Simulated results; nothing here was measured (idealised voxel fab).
process module | voxel fin reveal
cross-section cut | 160 nm wide | cells 5 nm
A cross-section is a grid of square cells, given in bands from the top down. A band is one or more rows of cells.
Each band's line starts with the height of the band's top and of its bottom, in nm. Then come its materials from left to right, each with its width in nm. One material with "throughout" fills the band from edge to edge. "air" is empty space.
Height 0 is the level under which the wafer as received is all one material. The lowest band goes on downwards, as in "0 down".
A width such as "30 to 40" changes by the same amount from each row of cells to the next, from the band's top row to its bottom row.
"no change" after a step means that no cell of the cross-section changed.
closed voids: empty space of 8 cells or more with no open way to the top, each as width x height at its distance from the left edge, in nm
after a step's settings: what the simulator itself notes on the step
overlay nm, on a step with a mask: how far to the right of its planned place the mask lay; to the left if negative
plan
1 op RECEIVE | material Si
2 op CONFORMAL_DEP | material SiN | thk nm 5
3 op MASKED_ETCH | tone cover | mask id FINS | width nm 15 | pitch nm 45 | etch materials SiN | depth nm 5 | overlay nm 0
4 op MASKED_ETCH | tone cover | mask id FINS | width nm 15 | pitch nm 45 | etch materials Si | depth nm 30 | overlay nm 0
5 op OXIDIZE | depth nm 5
6 op FILL_DEP | material SiO2 | thk nm 10
7 op CMP | height nm 5
8 op SELECTIVE_ETCH | etch materials SiO2 | depth nm 25
9 op STRIP | etch materials SiN
10 op CONFORMAL_DEP | material SiO2 | thk nm 5
first wafer, as planned
as received, after step 1
  0 down: Si throughout
  closed voids: none
after step 2
  5 to 0: SiN throughout
  below 0: unchanged
after step 3
  5 to 0: air 50 | SiN 15 | air 30 | SiN 15 | air 50
  below 0: unchanged
after step 4
  5 to 0: air 50 | SiN 15 | air 30 | SiN 15 | air 50
  0 to -30: air 50 | Si 15 | air 30 | Si 15 | air 50
  below -30: unchanged
after step 5
  5 to 0: air 50 | SiN 15 | air 30 | SiN 15 | air 50
  0 to -30: air 50 | SiO2 5 | Si 5 | SiO2 5 | air 30 | SiO2 5 | Si 5 | SiO2 5 | air 50
  -30 to -35: SiO2 55 | Si 5 | SiO2 40 | Si 5 | SiO2 55
  below -35: unchanged
after step 6
  15 to 5: SiO2 throughout
  5 to 0: SiO2 50 | SiN 15 | SiO2 30 | SiN 15 | SiO2 50
  0 to -35: SiO2 55 | Si 5 | SiO2 40 | Si 5 | SiO2 55
  below -35: unchanged
after step 7
  5 to 0: SiO2 50 | SiN 15 | SiO2 30 | SiN 15 | SiO2 50
  below 0: unchanged
after step 8
  5 to 0: air 50 | SiN 15 | air 30 | SiN 15 | air 50
  0 to -20: air 55 | Si 5 | air 40 | Si 5 | air 55
  below -20: unchanged
after step 9
  0 to -20: air 55 | Si 5 | air 40 | Si 5 | air 55
  below -20: unchanged
after step 10
  5 to 0: air 50 | SiO2 15 | air 30 | SiO2 15 | air 50
  0 to -15: air 50 | SiO2 5 | Si 5 | SiO2 5 | air 30 | SiO2 5 | Si 5 | SiO2 5 | air 50
  -15 to -35: SiO2 55 | Si 5 | SiO2 40 | Si 5 | SiO2 55
  below -35: unchanged
second wafer: like start, like plan, one mistake. Through step 7 it matches the first wafer
when step 8 should have ended
  5 to 0: SiO2 50 | air 15 | SiO2 30 | air 15 | SiO2 50
  below 0: unchanged
when step 9 should have ended
  0 to -20: air 55 | Si 5 | air 40 | Si 5 | air 55
  -20 to -25: SiO2 25 | air 30 | Si 5 | air 40 | Si 5 | air 30 | SiO2 25
  below -25: unchanged
when step 10 should have ended
  5 to 0: air 50 | SiO2 15 | air 30 | SiO2 15 | air 50
  0 to -15: air 50 | SiO2 5 | Si 5 | SiO2 5 | air 30 | SiO2 5 | Si 5 | SiO2 5 | air 50
  -15 to -20: SiO2 30 | air 20 | SiO2 5 | Si 5 | SiO2 5 | air 30 | SiO2 5 | Si 5 | SiO2 5 | air 20 | SiO2 30
  -20 to -35: SiO2 55 | Si 5 | SiO2 40 | Si 5 | SiO2 55
  below -35: unchanged
what went wrong: steps 8 and 9 were swapped
at the end the second wafer has, in cells: 14 fewer of SiO2
